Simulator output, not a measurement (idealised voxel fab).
The process module that follows is named voxel ribs on slabs.
We display cut, a cross-section 145 nm in width whose square cells are each 5 nm.
How to read a cross-section here: the picture is a grid of square cells, written as bands going from the top down, and any band can span one or more rows of cells.
Read a band's entry like this: the first values are the height of its top and the height of its bottom in nm, and what follows is the sequence of materials from left to right, each with its width in nm. Note that "empty" is empty space, and that a single material marked "edge to edge" reaches across the band from edge to edge.
Counting heights begins at 0, where everything beneath is, in the wafer as received, one material. The lowest band has no bottom; it goes on downwards, as "z 0 and below" shows.
The two numbers in a width such as "30 to 40" mark its ends across the band: the first belongs to the top row of cells, the second to the bottom row, and from each row to the next the width moves by the same amount.
Where the words "remained unchanged" appear for a step, the cross-section shows no cell changed by that step; every cell remained as before.
Empty spaces counting at least 8 cells and having no open way to the top are listed in "Fully sealed cavities". The notation width x height at distance is used for each, the distance being from the left edge and all three values in nm.
On each step's line, the part that comes after the settings is the simulator's own comment on the step.
"overlay nm" denotes, for a step that has a mask, the displacement of the mask to the right of its planned place, with negative values corresponding to the left.
-- The planned process steps are enumerated hereunder
1: RECEIVE,material Si
2: DIRECTIONAL_DEP,material SiO2,thk nm 30
3: DIRECTIONAL_DEP,material polySi,thk nm 20
4: DIRECTIONAL_DEP,material aC,thk nm 15
5: PATTERN,tone cover,mask id RIB,material resist,width nm 30,thk nm 35,overlay nm 0
6: DIRECTIONAL_ETCH,etch materials aC,depth nm 15
7: STRIP,etch materials resist
8: DIRECTIONAL_ETCH,etch materials polySi,depth nm 15
9: STRIP,etch materials aC
10: PATTERN,tone cover,mask id SLAB,material resist,width nm 90,thk nm 15,overlay nm 0
11: DIRECTIONAL_ETCH,etch materials polySi,depth nm 5
12: STRIP,etch materials resist
13: FILL_DEP,material SiO2,thk nm 25
14: CMP,height nm 70
15: DIRECTIONAL_DEP,material TiN,thk nm 5
16: PATTERN,tone cover,mask id HEATER,material resist,width nm 40,thk nm 15,overlay nm 0
17: DIRECTIONAL_ETCH,etch materials TiN,depth nm 5
18: STRIP,etch materials resist
19: CONFORMAL_DEP,material SiO2,thk nm 10
-- First of two wafers: run as planned
-- Cross-section of the wafer as it came to us, i.e., already through step 1
    z 0 and below: Si edge to edge
    Fully sealed cavities: none
-- Cross-section: wafer state after step 2
    z 30 to 0: SiO2 edge to edge
    Anything lower than 0 is untouched.
-- Cross-section: wafer state after step 3
    z 50 to 30: polySi edge to edge
    Anything lower than 30 is untouched.
-- Cross-section: wafer state after step 4
    z 65 to 50: aC edge to edge
    Anything lower than 50 is untouched.
-- Cross-section: wafer state after step 5
    z 100 to 65: empty 55 nm | resist 30 nm | empty 60 nm
    Anything lower than 65 is untouched.
-- Cross-section: wafer state after step 6
    z 85 to 65: empty 55 nm | resist 30 nm | empty 60 nm
    z 65 to 50: empty 55 nm | aC 30 nm | empty 60 nm
    Anything lower than 50 is untouched.
-- Cross-section: wafer state after step 7
    z 65 to 50: empty 55 nm | aC 30 nm | empty 60 nm
    Anything lower than 50 is untouched.
-- Cross-section: wafer state after step 8
    z 65 to 50: empty 55 nm | aC 30 nm | empty 60 nm
    z 50 to 35: empty 55 nm | polySi 30 nm | empty 60 nm
    Anything lower than 35 is untouched.
-- Cross-section: wafer state after step 9
    z 50 to 35: empty 55 nm | polySi 30 nm | empty 60 nm
    Anything lower than 35 is untouched.
-- Cross-section: wafer state after step 10
    z 65 to 50: empty 25 nm | resist 90 nm | empty 30 nm
    z 50 to 35: empty 25 nm | resist 30 nm | polySi 30 nm | resist 30 nm | empty 30 nm
    Anything lower than 35 is untouched.
-- Cross-section: wafer state after step 11
    z 65 to 50: empty 25 nm | resist 90 nm | empty 30 nm
    z 50 to 35: empty 25 nm | resist 30 nm | polySi 30 nm | resist 30 nm | empty 30 nm
    z 35 to 30: empty 25 nm | polySi 90 nm | empty 30 nm
    Anything lower than 30 is untouched.
-- Cross-section: wafer state after step 12
    z 50 to 35: empty 55 nm | polySi 30 nm | empty 60 nm
    Anything lower than 35 is untouched.
-- Cross-section: wafer state after step 13
    z 75 to 50: SiO2 edge to edge
    z 50 to 35: SiO2 55 nm | polySi 30 nm | SiO2 60 nm
    z 35 to 30: SiO2 25 nm | polySi 90 nm | SiO2 30 nm
    Anything lower than 30 is untouched.
-- Cross-section: wafer state after step 14
    z 70 to 50: SiO2 edge to edge
    Anything lower than 50 is untouched.
-- Cross-section: wafer state after step 15
    z 75 to 70: TiN edge to edge
    Anything lower than 70 is untouched.
-- Cross-section: wafer state after step 16
    z 90 to 75: empty 50 nm | resist 40 nm | empty 55 nm
    Anything lower than 75 is untouched.
-- Cross-section: wafer state after step 17
    z 90 to 75: empty 50 nm | resist 40 nm | empty 55 nm
    z 75 to 70: empty 50 nm | TiN 40 nm | empty 55 nm
    Anything lower than 70 is untouched.
-- Cross-section: wafer state after step 18
    z 75 to 70: empty 50 nm | TiN 40 nm | empty 55 nm
    Anything lower than 70 is untouched.
-- Cross-section: wafer state after step 19
    z 85 to 80: empty 40 nm | SiO2 60 nm | empty 45 nm
    z 80 to 75: SiO2 edge to edge
    z 75 to 70: SiO2 50 nm | TiN 40 nm | SiO2 55 nm
    Anything lower than 70 is untouched.
-- Second Wafer (Identical Start and Plan, One Processing Error; Matches First Wafer Through Step 1)
-- Second wafer, section view, time point: scheduled end of step 2
    z 60 to 0: SiO2 edge to edge
    Anything lower than 0 is untouched.
-- Second wafer, section view, time point: scheduled end of step 3
    z 80 to 60: polySi edge to edge
    Anything lower than 60 is untouched.
-- Second wafer, section view, time point: scheduled end of step 4
    z 95 to 80: aC edge to edge
    Anything lower than 80 is untouched.
-- Second wafer, section view, time point: scheduled end of step 5
    z 130 to 95: empty 55 nm | resist 30 nm | empty 60 nm
    Anything lower than 95 is untouched.
-- Second wafer, section view, time point: scheduled end of step 6
    z 115 to 95: empty 55 nm | resist 30 nm | empty 60 nm
    z 95 to 80: empty 55 nm | aC 30 nm | empty 60 nm
    Anything lower than 80 is untouched.
-- Second wafer, section view, time point: scheduled end of step 7
    z 95 to 80: empty 55 nm | aC 30 nm | empty 60 nm
    Anything lower than 80 is untouched.
-- Second wafer, section view, time point: scheduled end of step 8
    z 95 to 80: empty 55 nm | aC 30 nm | empty 60 nm
    z 80 to 65: empty 55 nm | polySi 30 nm | empty 60 nm
    Anything lower than 65 is untouched.
-- Second wafer, section view, time point: scheduled end of step 9
    z 80 to 65: empty 55 nm | polySi 30 nm | empty 60 nm
    Anything lower than 65 is untouched.
-- Second wafer, section view, time point: scheduled end of step 10
    z 95 to 80: empty 25 nm | resist 90 nm | empty 30 nm
    z 80 to 65: empty 25 nm | resist 30 nm | polySi 30 nm | resist 30 nm | empty 30 nm
    Anything lower than 65 is untouched.
-- Second wafer, section view, time point: scheduled end of step 11
    z 95 to 80: empty 25 nm | resist 90 nm | empty 30 nm
    z 80 to 65: empty 25 nm | resist 30 nm | polySi 30 nm | resist 30 nm | empty 30 nm
    z 65 to 60: empty 25 nm | polySi 90 nm | empty 30 nm
    Anything lower than 60 is untouched.
-- Second wafer, section view, time point: scheduled end of step 12
    z 80 to 65: empty 55 nm | polySi 30 nm | empty 60 nm
    Anything lower than 65 is untouched.
-- Second wafer, section view, time point: scheduled end of step 13
    z 105 to 80: SiO2 edge to edge
    z 80 to 65: SiO2 55 nm | polySi 30 nm | SiO2 60 nm
    z 65 to 60: SiO2 25 nm | polySi 90 nm | SiO2 30 nm
    Anything lower than 60 is untouched.
-- Second wafer, section view, time point: scheduled end of step 14
    z 70 to 60: SiO2 55 to 25 nm | polySi 30 to 90 nm | SiO2 60 to 30 nm
    Anything lower than 60 is untouched.
-- Second wafer, section view, time point: scheduled end of step 15
    z 75 to 70: TiN edge to edge
    Anything lower than 70 is untouched.
-- Second wafer, section view, time point: scheduled end of step 16
    z 90 to 75: empty 50 nm | resist 40 nm | empty 55 nm
    Anything lower than 75 is untouched.
-- Second wafer, section view, time point: scheduled end of step 17
    z 90 to 75: empty 50 nm | resist 40 nm | empty 55 nm
    z 75 to 70: empty 50 nm | TiN 40 nm | empty 55 nm
    Anything lower than 70 is untouched.
-- Second wafer, section view, time point: scheduled end of step 18
    z 75 to 70: empty 50 nm | TiN 40 nm | empty 55 nm
    Anything lower than 70 is untouched.
-- Second wafer, section view, time point: scheduled end of step 19
    z 85 to 80: empty 40 nm | SiO2 60 nm | empty 45 nm
    z 80 to 75: SiO2 edge to edge
    z 75 to 70: SiO2 50 nm | TiN 40 nm | SiO2 55 nm
    Anything lower than 70 is untouched.
It is concluded that the wafer was processed incorrectly with respect to the plan, in that step 2 of the plan was executed twice over
End check, counted in cells, second wafer has more or fewer of these materials than the first: SiO2 +12, polySi -12
